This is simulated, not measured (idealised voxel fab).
Process module under the name voxel wiring stack
Xsec cut, 195 nm wide, square cell size 5 nm.
Cross-section spec: square-cell grid; bands listed top down; each band is one or more rows.
Band: top and bottom heights (nm) first, top before bottom; then materials from left to right, widths in nm. "full width" marks a sole material filling the band edge to edge. "empty" denotes empty space.
Heads up on the height convention: 0 is the point under which the incoming wafer is all one material, and the lowest band has no bottom, it just keeps going down, like "top 0, no bottom".
With a width like "30->40", each row of cells in the band differs from the next by the same amount, the top row carrying the first number and the bottom row the second.
It should be understood that the words "remained unchanged", when stated for a given step, signify that the cross-section underwent no change in any of its cells during that step.
"Closed cavities" lists enclosed empty spaces (at least 8 cells, no open path upward to the top), each as width x height at distance from the left edge, in nm.
Note: text after step settings on the step line = simulator remark on that step.
overlay nm: where the mask lay relative to plan, measured to the right, on steps with a mask; negatives go left.
Each pair below shows a cross-section before one step and the cross-section after it, down to the lowest band that changed. The line under each pair gives the step between them, with its settings. The pairs can come from different runs of this module on the same starting wafer, so a pair continues from the pair above only where its "before" says so.

# before
  top 0, no bottom: Si full width
  Closed cavities: none

# Post-Step Snapshot
  top 15, bottom 0: SiO2 full width
  Everything under 0 stays put, no change at all.
  Closed cavities: none
What was done to get from the upper cross-section to the lower one? CONFORMAL_DEP [material SiO2] [thk nm 15]

before: The structure entering this step is exactly what the pair just above shows after its step.

# Post-Step Snapshot
  top 20, bottom 15: TiN full width
  Everything under 15 stays put, no change at all.
  Closed cavities: none
What was done to get from the upper cross-section to the lower one? DIRECTIONAL_DEP [material TiN] [thk nm 5]

before: The structure entering this step is exactly what the pair just above shows after its step.

# Post-Step Snapshot
  top 35, bottom 20: Ru full width
  Everything under 20 stays put, no change at all.
  Closed cavities: none
What was done to get from the upper cross-section to the lower one? DIRECTIONAL_DEP [material Ru] [thk nm 15]

before: The structure entering this step is exactly what the pair just above shows after its step.

# Post-Step Snapshot
  top 55, bottom 35: empty 15 / resist 30 / empty 15 / resist 30 / empty 15 / resist 30 / empty 15 / resist 30 / empty 15
  Everything under 35 stays put, no change at all.
  Closed cavities: none
What was done to get from the upper cross-section to the lower one? PATTERN [tone cover] [mask id METAL_1] [material resist] [width nm 30] [pitch nm 45] [thk nm 20] [overlay nm 0]

before: The structure entering this step is exactly what the pair just above shows after its step.

# Post-Step Snapshot
  top 55, bottom 35: empty 15 / resist 30 / empty 15 / resist 30 / empty 15 / resist 30 / empty 15 / resist 30 / empty 15
  top 35, bottom 20: empty 15 / Ru 30 / empty 15 / Ru 30 / empty 15 / Ru 30 / empty 15 / Ru 30 / empty 15
  Everything under 20 stays put, no change at all.
  Closed cavities: none
What was done to get from the upper cross-section to the lower one? DIRECTIONAL_ETCH [etch materials Ru] [depth nm 15]

before: The structure entering this step is exactly what the pair just above shows after its step.

# Post-Step Snapshot
  top 55, bottom 35: empty 15 / resist 30 / empty 15 / resist 30 / empty 15 / resist 30 / empty 15 / resist 30 / empty 15
  top 35, bottom 20: empty 15 / Ru 30 / empty 15 / Ru 30 / empty 15 / Ru 30 / empty 15 / Ru 30 / empty 15
  top 20, bottom 15: empty 15 / TiN 30 / empty 15 / TiN 30 / empty 15 / TiN 30 / empty 15 / TiN 30 / empty 15
  Everything under 15 stays put, no change at all.
  Closed cavities: none
What was done to get from the upper cross-section to the lower one? DIRECTIONAL_ETCH [etch materials TiN] [depth nm 5]

before: The structure entering this step is exactly what the pair just above shows after its step.

# Post-Step Snapshot
  top 35, bottom 20: empty 15 / Ru 30 / empty 15 / Ru 30 / empty 15 / Ru 30 / empty 15 / Ru 30 / empty 15
  Everything under 20 stays put, no change at all.
  Closed cavities: none
What was done to get from the upper cross-section to the lower one? STRIP [etch materials resist]

before: The structure entering this step is exactly what the pair just above shows after its step.

# Post-Step Snapshot
  top 40, bottom 35: empty 10 / SiCN 40 / empty 5 / SiCN 40 / empty 5 / SiCN 40 / empty 5 / SiCN 40 / empty 10
  top 35, bottom 20: empty 10 / SiCN 5 / Ru 30 / SiCN 5 / empty 5 / SiCN 5 / Ru 30 / SiCN 5 / empty 5 / SiCN 5 / Ru 30 / SiCN 5 / empty 5 / SiCN 5 / Ru 30 / SiCN 5 / empty 10
  top 20, bottom 15: SiCN 15 / TiN 30 / SiCN 15 / TiN 30 / SiCN 15 / TiN 30 / SiCN 15 / TiN 30 / SiCN 15
  Everything under 15 stays put, no change at all.
  Closed cavities: none
What was done to get from the upper cross-section to the lower one? CONFORMAL_DEP [material SiCN] [thk nm 5]

before: The structure entering this step is exactly what the pair just above shows after its step.

# Post-Step Snapshot
  top 45, bottom 40: SiO2 full width
  top 40, bottom 35: SiO2 10 / SiCN 40 / SiO2 5 / SiCN 40 / SiO2 5 / SiCN 40 / SiO2 5 / SiCN 40 / SiO2 10
  top 35, bottom 20: SiO2 10 / SiCN 5 / Ru 30 / SiCN 5 / SiO2 5 / SiCN 5 / Ru 30 / SiCN 5 / SiO2 5 / SiCN 5 / Ru 30 / SiCN 5 / SiO2 5 / SiCN 5 / Ru 30 / SiCN 5 / SiO2 10
  Everything under 20 stays put, no change at all.
  Closed cavities: none
What was done to get from the upper cross-section to the lower one? FILL_DEP [material SiO2] [thk nm 5]

before: The structure entering this step is exactly what the pair just above shows after its step.

# Post-Step Snapshot
  top 35, bottom 20: SiO2 10 / SiCN 5 / Ru 30 / SiCN 5 / SiO2 5 / SiCN 5 / Ru 30 / SiCN 5 / SiO2 5 / SiCN 5 / Ru 30 / SiCN 5 / SiO2 5 / SiCN 5 / Ru 30 / SiCN 5 / SiO2 10
  Everything under 20 stays put, no change at all.
  Closed cavities: none
What was done to get from the upper cross-section to the lower one? CMP [height nm 35]

before: The structure entering this step is exactly what the pair just above shows after its step.

# Post-Step Snapshot
  top 40, bottom 35: SiCN full width
  Everything under 35 stays put, no change at all.
  Closed cavities: none
What was done to get from the upper cross-section to the lower one? CONFORMAL_DEP [material SiCN] [thk nm 5]

before: The structure entering this step is exactly what the pair just above shows after its step.

# Post-Step Snapshot
  top 60, bottom 40: SiO2 full width
  Everything under 40 stays put, no change at all.
  Closed cavities: none
What was done to get from the upper cross-section to the lower one? DIRECTIONAL_DEP [material SiO2] [thk nm 20]

before: The structure entering this step is exactly what the pair just above shows after its step.

# Post-Step Snapshot
  top 75, bottom 60: resist 15 / empty 15 / resist 75 / empty 15 / resist 75
  Everything under 60 stays put, no change at all.
  Closed cavities: none
What was done to get from the upper cross-section to the lower one? PATTERN [tone open] [mask id PLUG_1] [material resist] [width nm 15] [pitch nm 90] [thk nm 15] [overlay nm 0]

before: The structure entering this step is exactly what the pair just above shows after its step.

# Post-Step Snapshot
  top 75, bottom 60: resist 15 / empty 15 / resist 75 / empty 15 / resist 75
  top 60, bottom 40: SiO2 15 / empty 15 / SiO2 75 / empty 15 / SiO2 75
  Everything under 40 stays put, no change at all.
  Closed cavities: none
What was done to get from the upper cross-section to the lower one? DIRECTIONAL_ETCH [etch materials SiO2] [depth nm 20]

before: The structure entering this step is exactly what the pair just above shows after its step.

# Post-Step Snapshot
  top 75, bottom 60: resist 15 / empty 15 / resist 75 / empty 15 / resist 75
  top 60, bottom 40: SiO2 15 / empty 15 / SiO2 75 / empty 15 / SiO2 75
  top 40, bottom 35: SiCN 15 / empty 15 / SiCN 75 / empty 15 / SiCN 75
  Everything under 35 stays put, no change at all.
  Closed cavities: none
What was done to get from the upper cross-section to the lower one? DIRECTIONAL_ETCH [etch materials SiCN] [depth nm 5]

before: The structure entering this step is exactly what the pair just above shows after its step.

# Post-Step Snapshot
  top 60, bottom 40: SiO2 15 / empty 15 / SiO2 75 / empty 15 / SiO2 75
  Everything under 40 stays put, no change at all.
  Closed cavities: none
What was done to get from the upper cross-section to the lower one? STRIP [etch materials resist]

before: The structure entering this step is exactly what the pair just above shows after its step.

# Post-Step Snapshot
  top 60, bottom 45: SiO2 15 / empty 15 / SiO2 75 / empty 15 / SiO2 75
  top 45, bottom 40: SiO2 15 / Ru 15 / SiO2 75 / Ru 15 / SiO2 75
  top 40, bottom 35: SiCN 15 / Ru 15 / SiCN 75 / Ru 15 / SiCN 75
  Everything under 35 stays put, no change at all.
  Closed cavities: none
What was done to get from the upper cross-section to the lower one? EPI [material Ru] [thk nm 10]

before: The structure entering this step is exactly what the pair just above shows after its step.

# Post-Step Snapshot
  top 60, bottom 55: SiO2 15 / empty 15 / SiO2 75 / empty 15 / SiO2 75
  top 55, bottom 40: SiO2 15 / Ru 15 / SiO2 75 / Ru 15 / SiO2 75
  Everything under 40 stays put, no change at all.
  Closed cavities: none
What was done to get from the upper cross-section to the lower one? EPI [material Ru] [thk nm 10]

before: The structure entering this step is exactly what the pair just above shows after its step.

# Post-Step Snapshot
  top 60, bottom 40: SiO2 15 / Ru 15 / SiO2 75 / Ru 15 / SiO2 75
  Everything under 40 stays put, no change at all.
  Closed cavities: none
What was done to get from the upper cross-section to the lower one? EPI [material Ru] [thk nm 5]

before: The structure entering this step is exactly what the pair just above shows after its step.

# Post-Step Snapshot
  top 65, bottom 60: TiN full width
  Everything under 60 stays put, no change at all.
  Closed cavities: none
What was done to get from the upper cross-section to the lower one? DIRECTIONAL_DEP [material TiN] [thk nm 5]

before: The structure entering this step is exactly what the pair just above shows after its step.

# Post-Step Snapshot
  top 85, bottom 65: Ru full width
  Everything under 65 stays put, no change at all.
  Closed cavities: none
What was done to get from the upper cross-section to the lower one? DIRECTIONAL_DEP [material Ru] [thk nm 20]

before: The structure entering this step is exactly what the pair just above shows after its step.

# Post-Step Snapshot
  top 85, bottom 65: empty 15 / Ru 30 / empty 15 / Ru 30 / empty 15 / Ru 30 / empty 15 / Ru 30 / empty 15
  Everything under 65 stays put, no change at all.
  Closed cavities: none
What was done to get from the upper cross-section to the lower one? MASKED_ETCH [tone cover] [mask id METAL_2] [width nm 30] [pitch nm 45] [etch materials Ru] [depth nm 20] [overlay nm 0]

before: The structure entering this step is exactly what the pair just above shows after its step.

# Post-Step Snapshot
  top 85, bottom 65: empty 15 / Ru 30 / empty 15 / Ru 30 / empty 15 / Ru 30 / empty 15 / Ru 30 / empty 15
  top 65, bottom 60: empty 15 / TiN 30 / empty 15 / TiN 30 / empty 15 / TiN 30 / empty 15 / TiN 30 / empty 15
  Everything under 60 stays put, no change at all.
  Closed cavities: none
What was done to get from the upper cross-section to the lower one? MASKED_ETCH [tone cover] [mask id METAL_2] [width nm 30] [pitch nm 45] [etch materials TiN] [depth nm 5] [overlay nm 0]

before: The structure entering this step is exactly what the pair just above shows after its step.

# Post-Step Snapshot
  top 95, bottom 85: SiO2 full width
  top 85, bottom 65: SiO2 15 / Ru 30 / SiO2 15 / Ru 30 / SiO2 15 / Ru 30 / SiO2 15 / Ru 30 / SiO2 15
  top 65, bottom 60: SiO2 15 / TiN 30 / SiO2 15 / TiN 30 / SiO2 15 / TiN 30 / SiO2 15 / TiN 30 / SiO2 15
  Everything under 60 stays put, no change at all.
  Closed cavities: none
What was done to get from the upper cross-section to the lower one? FILL_DEP [material SiO2] [thk nm 10]

before: The structure entering this step is exactly what the pair just above shows after its step.

# Post-Step Snapshot
  top 85, bottom 65: SiO2 15 / Ru 30 / SiO2 15 / Ru 30 / SiO2 15 / Ru 30 / SiO2 15 / Ru 30 / SiO2 15
  Everything under 65 stays put, no change at all.
  Closed cavities: none
What was done to get from the upper cross-section to the lower one? CMP [height nm 85]

before: The structure entering this step is exactly what the pair just above shows after its step.

# Post-Step Snapshot
  top 90, bottom 85: SiN full width
  Everything under 85 stays put, no change at all.
  Closed cavities: none
What was done to get from the upper cross-section to the lower one? CONFORMAL_DEP [material SiN] [thk nm 5]

# before
  top 60, bottom 40: SiO2 15 / Ru 15 / SiO2 75 / Ru 15 / SiO2 75
  top 40, bottom 35: SiCN 15 / Ru 15 / SiCN 75 / Ru 15 / SiCN 75
  top 35, bottom 20: SiO2 10 / SiCN 5 / Ru 30 / SiCN 5 / SiO2 5 / SiCN 5 / Ru 30 / SiCN 5 / SiO2 5 / SiCN 5 / Ru 30 / SiCN 5 / SiO2 5 / SiCN 5 / Ru 30 / SiCN 5 / SiO2 10
  top 20, bottom 15: SiCN 15 / TiN 30 / SiCN 15 / TiN 30 / SiCN 15 / TiN 30 / SiCN 15 / TiN 30 / SiCN 15
  top 15, bottom 0: SiO2 full width
  top 0, no bottom: Si full width
  Closed cavities: none

# Post-Step Snapshot
  top 80, bottom 60: Ru full width
  Everything under 60 stays put, no change at all.
  Closed cavities: none
What was done to get from the upper cross-section to the lower one? DIRECTIONAL_DEP [material Ru] [thk nm 20]

before: The structure entering this step is exactly what the pair just above shows after its step.

# Post-Step Snapshot
  top 80, bottom 60: empty 15 / Ru 30 / empty 15 / Ru 30 / empty 15 / Ru 30 / empty 15 / Ru 30 / empty 15
  Everything under 60 stays put, no change at all.
  Closed cavities: none
What was done to get from the upper cross-section to the lower one? MASKED_ETCH [tone cover] [mask id METAL_2] [width nm 30] [pitch nm 45] [etch materials Ru] [depth nm 20] [overlay nm 0]

before: The structure entering this step is exactly what the pair just above shows after its step.

# Post-Step Snapshot
  top 90, bottom 80: SiO2 full width
  top 80, bottom 60: SiO2 15 / Ru 30 / SiO2 15 / Ru 30 / SiO2 15 / Ru 30 / SiO2 15 / Ru 30 / SiO2 15
  Everything under 60 stays put, no change at all.
  Closed cavities: none
What was done to get from the upper cross-section to the lower one? FILL_DEP [material SiO2] [thk nm 10]

before: The structure entering this step is exactly what the pair just above shows after its step.

# Post-Step Snapshot
  top 85, bottom 80: SiO2 full width
  Everything under 80 stays put, no change at all.
  Closed cavities: none
What was done to get from the upper cross-section to the lower one? CMP [height nm 85]

before: The structure entering this step is exactly what the pair just above shows after its step.

# Post-Step Snapshot
  top 90, bottom 85: SiN full width
  Everything under 85 stays put, no change at all.
  Closed cavities: none
What was done to get from the upper cross-section to the lower one? CONFORMAL_DEP [material SiN] [thk nm 5]

# before
  top 15, bottom 0: SiO2 full width
  top 0, no bottom: Si full width
  Closed cavities: none

# Post-Step Snapshot
  top 30, bottom 0: SiO2 full width
  Everything under 0 stays put, no change at all.
  Closed cavities: none
What was done to get from the upper cross-section to the lower one? CONFORMAL_DEP [material SiO2] [thk nm 15]

before: The structure entering this step is exactly what the pair just above shows after its step.

# Post-Step Snapshot
  top 35, bottom 30: TiN full width
  Everything under 30 stays put, no change at all.
  Closed cavities: none
What was done to get from the upper cross-section to the lower one? DIRECTIONAL_DEP [material TiN] [thk nm 5]

before: The structure entering this step is exactly what the pair just above shows after its step.

# Post-Step Snapshot
  top 50, bottom 35: Ru full width
  Everything under 35 stays put, no change at all.
  Closed cavities: none
What was done to get from the upper cross-section to the lower one? DIRECTIONAL_DEP [material Ru] [thk nm 15]

before: The structure entering this step is exactly what the pair just above shows after its step.

# Post-Step Snapshot
  top 70, bottom 50: empty 15 / resist 30 / empty 15 / resist 30 / empty 15 / resist 30 / empty 15 / resist 30 / empty 15
  Everything under 50 stays put, no change at all.
  Closed cavities: none
What was done to get from the upper cross-section to the lower one? PATTERN [tone cover] [mask id METAL_1] [material resist] [width nm 30] [pitch nm 45] [thk nm 20] [overlay nm 0]

before: The structure entering this step is exactly what the pair just above shows after its step.

# Post-Step Snapshot
  top 70, bottom 50: empty 15 / resist 30 / empty 15 / resist 30 / empty 15 / resist 30 / empty 15 / resist 30 / empty 15
  top 50, bottom 35: empty 15 / Ru 30 / empty 15 / Ru 30 / empty 15 / Ru 30 / empty 15 / Ru 30 / empty 15
  Everything under 35 stays put, no change at all.
  Closed cavities: none
What was done to get from the upper cross-section to the lower one? DIRECTIONAL_ETCH [etch materials Ru] [depth nm 15]

before: The structure entering this step is exactly what the pair just above shows after its step.

# Post-Step Snapshot
  top 70, bottom 50: empty 15 / resist 30 / empty 15 / resist 30 / empty 15 / resist 30 / empty 15 / resist 30 / empty 15
  top 50, bottom 35: empty 15 / Ru 30 / empty 15 / Ru 30 / empty 15 / Ru 30 / empty 15 / Ru 30 / empty 15
  top 35, bottom 30: empty 15 / TiN 30 / empty 15 / TiN 30 / empty 15 / TiN 30 / empty 15 / TiN 30 / empty 15
  Everything under 30 stays put, no change at all.
  Closed cavities: none
What was done to get from the upper cross-section to the lower one? DIRECTIONAL_ETCH [etch materials TiN] [depth nm 5]

before: The structure entering this step is exactly what the pair just above shows after its step.

# Post-Step Snapshot
  top 50, bottom 35: empty 15 / Ru 30 / empty 15 / Ru 30 / empty 15 / Ru 30 / empty 15 / Ru 30 / empty 15
  Everything under 35 stays put, no change at all.
  Closed cavities: none
What was done to get from the upper cross-section to the lower one? STRIP [etch materials resist]

before: The structure entering this step is exactly what the pair just above shows after its step.

# Post-Step Snapshot
  top 55, bottom 50: empty 10 / SiCN 40 / empty 5 / SiCN 40 / empty 5 / SiCN 40 / empty 5 / SiCN 40 / empty 10
  top 50, bottom 35: empty 10 / SiCN 5 / Ru 30 / SiCN 5 / empty 5 / SiCN 5 / Ru 30 / SiCN 5 / empty 5 / SiCN 5 / Ru 30 / SiCN 5 / empty 5 / SiCN 5 / Ru 30 / SiCN 5 / empty 10
  top 35, bottom 30: SiCN 15 / TiN 30 / SiCN 15 / TiN 30 / SiCN 15 / TiN 30 / SiCN 15 / TiN 30 / SiCN 15
  Everything under 30 stays put, no change at all.
  Closed cavities: none
What was done to get from the upper cross-section to the lower one? CONFORMAL_DEP [material SiCN] [thk nm 5]

before: The structure entering this step is exactly what the pair just above shows after its step.

# Post-Step Snapshot
  top 60, bottom 55: SiO2 full width
  top 55, bottom 50: SiO2 10 / SiCN 40 / SiO2 5 / SiCN 40 / SiO2 5 / SiCN 40 / SiO2 5 / SiCN 40 / SiO2 10
  top 50, bottom 35: SiO2 10 / SiCN 5 / Ru 30 / SiCN 5 / SiO2 5 / SiCN 5 / Ru 30 / SiCN 5 / SiO2 5 / SiCN 5 / Ru 30 / SiCN 5 / SiO2 5 / SiCN 5 / Ru 30 / SiCN 5 / SiO2 10
  Everything under 35 stays put, no change at all.
  Closed cavities: none
What was done to get from the upper cross-section to the lower one? FILL_DEP [material SiO2] [thk nm 5]

before: The structure entering this step is exactly what the pair just above shows after its step.

# Post-Step Snapshot
  top 35, bottom 30: SiCN 15 / TiN 30 / SiCN 15 / TiN 30 / SiCN 15 / TiN 30 / SiCN 15 / TiN 30 / SiCN 15
  Everything under 30 stays put, no change at all.
  Closed cavities: none
What was done to get from the upper cross-section to the lower one? CMP [height nm 35]

before: The structure entering this step is exactly what the pair just above shows after its step.

# Post-Step Snapshot
  top 40, bottom 35: SiCN full width
  Everything under 35 stays put, no change at all.
  Closed cavities: none
What was done to get from the upper cross-section to the lower one? CONFORMAL_DEP [material SiCN] [thk nm 5]

before: The structure entering this step is exactly what the pair just above shows after its step.

# Post-Step Snapshot
  top 60, bottom 40: SiO2 full width
  Everything under 40 stays put, no change at all.
  Closed cavities: none
What was done to get from the upper cross-section to the lower one? DIRECTIONAL_DEP [material SiO2] [thk nm 20]

before: The structure entering this step is exactly what the pair just above shows after its step.

# Post-Step Snapshot
  top 75, bottom 60: resist 15 / empty 15 / resist 75 / empty 15 / resist 75
  Everything under 60 stays put, no change at all.
  Closed cavities: none
What was done to get from the upper cross-section to the lower one? PATTERN [tone open] [mask id PLUG_1] [material resist] [width nm 15] [pitch nm 90] [thk nm 15] [overlay nm 0]

before: The structure entering this step is exactly what the pair just above shows after its step.

# Post-Step Snapshot
  top 75, bottom 60: resist 15 / empty 15 / resist 75 / empty 15 / resist 75
  top 60, bottom 40: SiO2 15 / empty 15 / SiO2 75 / empty 15 / SiO2 75
  Everything under 40 stays put, no change at all.
  Closed cavities: none
What was done to get from the upper cross-section to the lower one? DIRECTIONAL_ETCH [etch materials SiO2] [depth nm 20]

before: The structure entering this step is exactly what the pair just above shows after its step.

# Post-Step Snapshot
  top 75, bottom 60: resist 15 / empty 15 / resist 75 / empty 15 / resist 75
  top 60, bottom 40: SiO2 15 / empty 15 / SiO2 75 / empty 15 / SiO2 75
  top 40, bottom 35: SiCN 15 / empty 15 / SiCN 75 / empty 15 / SiCN 75
  Everything under 35 stays put, no change at all.
  Closed cavities: none
What was done to get from the upper cross-section to the lower one? DIRECTIONAL_ETCH [etch materials SiCN] [depth nm 5]

before: The structure entering this step is exactly what the pair just above shows after its step.

# Post-Step Snapshot
  top 60, bottom 40: SiO2 15 / empty 15 / SiO2 75 / empty 15 / SiO2 75
  Everything under 40 stays put, no change at all.
  Closed cavities: none
What was done to get from the upper cross-section to the lower one? STRIP [etch materials resist]

before: The structure entering this step is exactly what the pair just above shows after its step.

# Post-Step Snapshot
  top 60, bottom 45: SiO2 15 / empty 15 / SiO2 75 / empty 15 / SiO2 75
  top 45, bottom 40: SiO2 15 / Ru 15 / SiO2 75 / Ru 15 / SiO2 75
  top 40, bottom 35: SiCN 15 / Ru 15 / SiCN 75 / Ru 15 / SiCN 75
  Everything under 35 stays put, no change at all.
  Closed cavities: none
What was done to get from the upper cross-section to the lower one? EPI [material Ru] [thk nm 10]

before: The structure entering this step is exactly what the pair just above shows after its step.

# Post-Step Snapshot
  top 60, bottom 55: SiO2 15 / empty 15 / SiO2 75 / empty 15 / SiO2 75
  top 55, bottom 40: SiO2 15 / Ru 15 / SiO2 75 / Ru 15 / SiO2 75
  Everything under 40 stays put, no change at all.
  Closed cavities: none
What was done to get from the upper cross-section to the lower one? EPI [material Ru] [thk nm 10]

before: The structure entering this step is exactly what the pair just above shows after its step.

# Post-Step Snapshot
  top 60, bottom 40: SiO2 15 / Ru 15 / SiO2 75 / Ru 15 / SiO2 75
  Everything under 40 stays put, no change at all.
  Closed cavities: none
What was done to get from the upper cross-section to the lower one? EPI [material Ru] [thk nm 5]

before: The structure entering this step is exactly what the pair just above shows after its step.

# Post-Step Snapshot
  top 65, bottom 60: TiN full width
  Everything under 60 stays put, no change at all.
  Closed cavities: none
What was done to get from the upper cross-section to the lower one? DIRECTIONAL_DEP [material TiN] [thk nm 5]

before: The structure entering this step is exactly what the pair just above shows after its step.

# Post-Step Snapshot
  top 85, bottom 65: Ru full width
  Everything under 65 stays put, no change at all.
  Closed cavities: none
What was done to get from the upper cross-section to the lower one? DIRECTIONAL_DEP [material Ru] [thk nm 20]

before: The structure entering this step is exactly what the pair just above shows after its step.

# Post-Step Snapshot
  top 85, bottom 65: empty 15 / Ru 30 / empty 15 / Ru 30 / empty 15 / Ru 30 / empty 15 / Ru 30 / empty 15
  Everything under 65 stays put, no change at all.
  Closed cavities: none
What was done to get from the upper cross-section to the lower one? MASKED_ETCH [tone cover] [mask id METAL_2] [width nm 30] [pitch nm 45] [etch materials Ru] [depth nm 20] [overlay nm 0]

before: The structure entering this step is exactly what the pair just above shows after its step.

# Post-Step Snapshot
  top 85, bottom 65: empty 15 / Ru 30 / empty 15 / Ru 30 / empty 15 / Ru 30 / empty 15 / Ru 30 / empty 15
  top 65, bottom 60: empty 15 / TiN 30 / empty 15 / TiN 30 / empty 15 / TiN 30 / empty 15 / TiN 30 / empty 15
  Everything under 60 stays put, no change at all.
  Closed cavities: none
What was done to get from the upper cross-section to the lower one? MASKED_ETCH [tone cover] [mask id METAL_2] [width nm 30] [pitch nm 45] [etch materials TiN] [depth nm 5] [overlay nm 0]

before: The structure entering this step is exactly what the pair just above shows after its step.

# Post-Step Snapshot
  top 95, bottom 85: SiO2 full width
  top 85, bottom 65: SiO2 15 / Ru 30 / SiO2 15 / Ru 30 / SiO2 15 / Ru 30 / SiO2 15 / Ru 30 / SiO2 15
  top 65, bottom 60: SiO2 15 / TiN 30 / SiO2 15 / TiN 30 / SiO2 15 / TiN 30 / SiO2 15 / TiN 30 / SiO2 15
  Everything under 60 stays put, no change at all.
  Closed cavities: none
What was done to get from the upper cross-section to the lower one? FILL_DEP [material SiO2] [thk nm 10]

before: The structure entering this step is exactly what the pair just above shows after its step.

# Post-Step Snapshot
  top 85, bottom 65: SiO2 15 / Ru 30 / SiO2 15 / Ru 30 / SiO2 15 / Ru 30 / SiO2 15 / Ru 30 / SiO2 15
  Everything under 65 stays put, no change at all.
  Closed cavities: none
What was done to get from the upper cross-section to the lower one? CMP [height nm 85]

before: The structure entering this step is exactly what the pair just above shows after its step.

# Post-Step Snapshot
  top 90, bottom 85: SiN full width
  Everything under 85 stays put, no change at all.
  Closed cavities: none
What was done to get from the upper cross-section to the lower one? CONFORMAL_DEP [material SiN] [thk nm 5]

# before
  top 0, no bottom: Si full width
  Closed cavities: none

# Post-Step Snapshot
  top 5, bottom 0: TiN full width
  Everything under 0 stays put, no change at all.
  Closed cavities: none
What was done to get from the upper cross-section to the lower one? DIRECTIONAL_DEP [material TiN] [thk nm 5]

before: The structure entering this step is exactly what the pair just above shows after its step.

# Post-Step Snapshot
  top 20, bottom 5: SiO2 full width
  Everything under 5 stays put, no change at all.
  Closed cavities: none
What was done to get from the upper cross-section to the lower one? CONFORMAL_DEP [material SiO2] [thk nm 15]

before: The structure entering this step is exactly what the pair just above shows after its step.

# Post-Step Snapshot
  top 35, bottom 20: Ru full width
  Everything under 20 stays put, no change at all.
  Closed cavities: none
What was done to get from the upper cross-section to the lower one? DIRECTIONAL_DEP [material Ru] [thk nm 15]

before: The structure entering this step is exactly what the pair just above shows after its step.

# Post-Step Snapshot
  top 55, bottom 35: empty 15 / resist 30 / empty 15 / resist 30 / empty 15 / resist 30 / empty 15 / resist 30 / empty 15
  Everything under 35 stays put, no change at all.
  Closed cavities: none
What was done to get from the upper cross-section to the lower one? PATTERN [tone cover] [mask id METAL_1] [material resist] [width nm 30] [pitch nm 45] [thk nm 20] [overlay nm 0]

before: The structure entering this step is exactly what the pair just above shows after its step.

# Post-Step Snapshot
  top 55, bottom 35: empty 15 / resist 30 / empty 15 / resist 30 / empty 15 / resist 30 / empty 15 / resist 30 / empty 15
  top 35, bottom 20: empty 15 / Ru 30 / empty 15 / Ru 30 / empty 15 / Ru 30 / empty 15 / Ru 30 / empty 15
  Everything under 20 stays put, no change at all.
  Closed cavities: none
What was done to get from the upper cross-section to the lower one? DIRECTIONAL_ETCH [etch materials Ru] [depth nm 15]

before: The structure entering this step is exactly what the pair just above shows after its step.

# Post-Step Snapshot
  top 35, bottom 20: empty 15 / Ru 30 / empty 15 / Ru 30 / empty 15 / Ru 30 / empty 15 / Ru 30 / empty 15
  Everything under 20 stays put, no change at all.
  Closed cavities: none
What was done to get from the upper cross-section to the lower one? STRIP [etch materials resist]

before: The structure entering this step is exactly what the pair just above shows after its step.

# Post-Step Snapshot
  top 40, bottom 35: empty 10 / SiCN 40 / empty 5 / SiCN 40 / empty 5 / SiCN 40 / empty 5 / SiCN 40 / empty 10
  top 35, bottom 25: empty 10 / SiCN 5 / Ru 30 / SiCN 5 / empty 5 / SiCN 5 / Ru 30 / SiCN 5 / empty 5 / SiCN 5 / Ru 30 / SiCN 5 / empty 5 / SiCN 5 / Ru 30 / SiCN 5 / empty 10
  top 25, bottom 20: SiCN 15 / Ru 30 / SiCN 15 / Ru 30 / SiCN 15 / Ru 30 / SiCN 15 / Ru 30 / SiCN 15
  Everything under 20 stays put, no change at all.
  Closed cavities: none
What was done to get from the upper cross-section to the lower one? CONFORMAL_DEP [material SiCN] [thk nm 5]

before: The structure entering this step is exactly what the pair just above shows after its step.

# Post-Step Snapshot
  top 45, bottom 40: SiO2 full width
  top 40, bottom 35: SiO2 10 / SiCN 40 / SiO2 5 / SiCN 40 / SiO2 5 / SiCN 40 / SiO2 5 / SiCN 40 / SiO2 10
  top 35, bottom 25: SiO2 10 / SiCN 5 / Ru 30 / SiCN 5 / SiO2 5 / SiCN 5 / Ru 30 / SiCN 5 / SiO2 5 / SiCN 5 / Ru 30 / SiCN 5 / SiO2 5 / SiCN 5 / Ru 30 / SiCN 5 / SiO2 10
  Everything under 25 stays put, no change at all.
  Closed cavities: none
What was done to get from the upper cross-section to the lower one? FILL_DEP [material SiO2] [thk nm 5]

before: The structure entering this step is exactly what the pair just above shows after its step.

# Post-Step Snapshot
  top 35, bottom 25: SiO2 10 / SiCN 5 / Ru 30 / SiCN 5 / SiO2 5 / SiCN 5 / Ru 30 / SiCN 5 / SiO2 5 / SiCN 5 / Ru 30 / SiCN 5 / SiO2 5 / SiCN 5 / Ru 30 / SiCN 5 / SiO2 10
  Everything under 25 stays put, no change at all.
  Closed cavities: none
What was done to get from the upper cross-section to the lower one? CMP [height nm 35]

before: The structure entering this step is exactly what the pair just above shows after its step.

# Post-Step Snapshot
  top 40, bottom 35: SiCN full width
  Everything under 35 stays put, no change at all.
  Closed cavities: none
What was done to get from the upper cross-section to the lower one? CONFORMAL_DEP [material SiCN] [thk nm 5]

before: The structure entering this step is exactly what the pair just above shows after its step.

# Post-Step Snapshot
  top 60, bottom 40: SiO2 full width
  Everything under 40 stays put, no change at all.
  Closed cavities: none
What was done to get from the upper cross-section to the lower one? DIRECTIONAL_DEP [material SiO2] [thk nm 20]

before: The structure entering this step is exactly what the pair just above shows after its step.

# Post-Step Snapshot
  top 75, bottom 60: resist 15 / empty 15 / resist 75 / empty 15 / resist 75
  Everything under 60 stays put, no change at all.
  Closed cavities: none
What was done to get from the upper cross-section to the lower one? PATTERN [tone open] [mask id PLUG_1] [material resist] [width nm 15] [pitch nm 90] [thk nm 15] [overlay nm 0]

before: The structure entering this step is exactly what the pair just above shows after its step.

# Post-Step Snapshot
  top 75, bottom 60: resist 15 / empty 15 / resist 75 / empty 15 / resist 75
  top 60, bottom 40: SiO2 15 / empty 15 / SiO2 75 / empty 15 / SiO2 75
  Everything under 40 stays put, no change at all.
  Closed cavities: none
What was done to get from the upper cross-section to the lower one? DIRECTIONAL_ETCH [etch materials SiO2] [depth nm 20]

before: The structure entering this step is exactly what the pair just above shows after its step.

# Post-Step Snapshot
  top 75, bottom 60: resist 15 / empty 15 / resist 75 / empty 15 / resist 75
  top 60, bottom 40: SiO2 15 / empty 15 / SiO2 75 / empty 15 / SiO2 75
  top 40, bottom 35: SiCN 15 / empty 15 / SiCN 75 / empty 15 / SiCN 75
  Everything under 35 stays put, no change at all.
  Closed cavities: none
What was done to get from the upper cross-section to the lower one? DIRECTIONAL_ETCH [etch materials SiCN] [depth nm 5]
